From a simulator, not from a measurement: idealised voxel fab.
You're looking at the process module voxel tone inversion.
Section shown: cut. Width: 165 nm. Cell size: 5 nm, square.
Reading order for cross-sections: top band down to bottom band. Underlying form: a grid of square cells. Band size: one or more rows of cells.
Read a band's entry like this: the first values are the height of its top and the height of its bottom in nm, and what follows is the sequence of materials from left to right, each with its width in nm. Note that "blank" is empty space, and that a single material marked "all across" reaches across the band from edge to edge.
All heights in this document are referenced to 0, defined as the level beneath which the wafer, as received, consists entirely of one material. The lowest band is not bounded below; it extends indefinitely downward and is written in the form "z 0 and below".
The notation "30 to 40" denotes a width that varies across the rows of cells in the band, beginning at the first number in the top row, finishing at the second number in the bottom row, and changing by an identical amount from each row to the next.
For the purposes of this document, the phrase "no alteration" attached to a step denotes that no cell within the cross-section was modified by that step.
"Closed void roster" enumerates empty spaces isolated from the top, with no open way to it, that contain at least 8 cells, giving each as width x height at distance from the left edge, all three in nm.
That trailing text on a step's line, after the settings, is the simulator's own remark on the step.
For masked steps, "overlay nm" on the step line gives how far right of plan the mask actually lay; a minus sign means it lay to the left.
**The steps planned for the process are as follows**
| 1 | op RECEIVE | material Si |
| 2 | op CONFORMAL_DEP | material SiCN | thk nm 5 |
| 3 | op DIRECTIONAL_DEP | material polySi | thk nm 15 |
| 4 | op PATTERN | tone cover | mask id POSTS | material resist | width nm 15 | pitch nm 40 | thk nm 20 | overlay nm 0 |
| 5 | op DIRECTIONAL_ETCH | etch materials polySi | depth nm 15 |
| 6 | op STRIP | etch materials resist |
| 7 | op FILL_DEP | material SiO2 | thk nm 5 |
| 8 | op CMP | height nm 20 |
| 9 | op STRIP | etch materials polySi |
**The cross-section here shows the wafer as received, i.e. in its state after step 1**
z 0 and below = Si all across
Closed void roster: none
**The plan above was carried out on the starting structure above with one mistake, and this cross-section shows the wafer at the end of the module**
z 20 to 5 = SiO2: 50, then blank: 25, then SiO2: 15, then blank: 25, then SiO2: 50
z 5 to 0 = SiCN all across
z 0 and below = Si all across
Closed void roster: none
Against the plan, the run slipped here: rather than as planned, step 4 actually ran as op PATTERN | tone cover | mask id POSTS | material resist | width nm 25 | pitch nm 40 | thk nm 20 | overlay nm 0
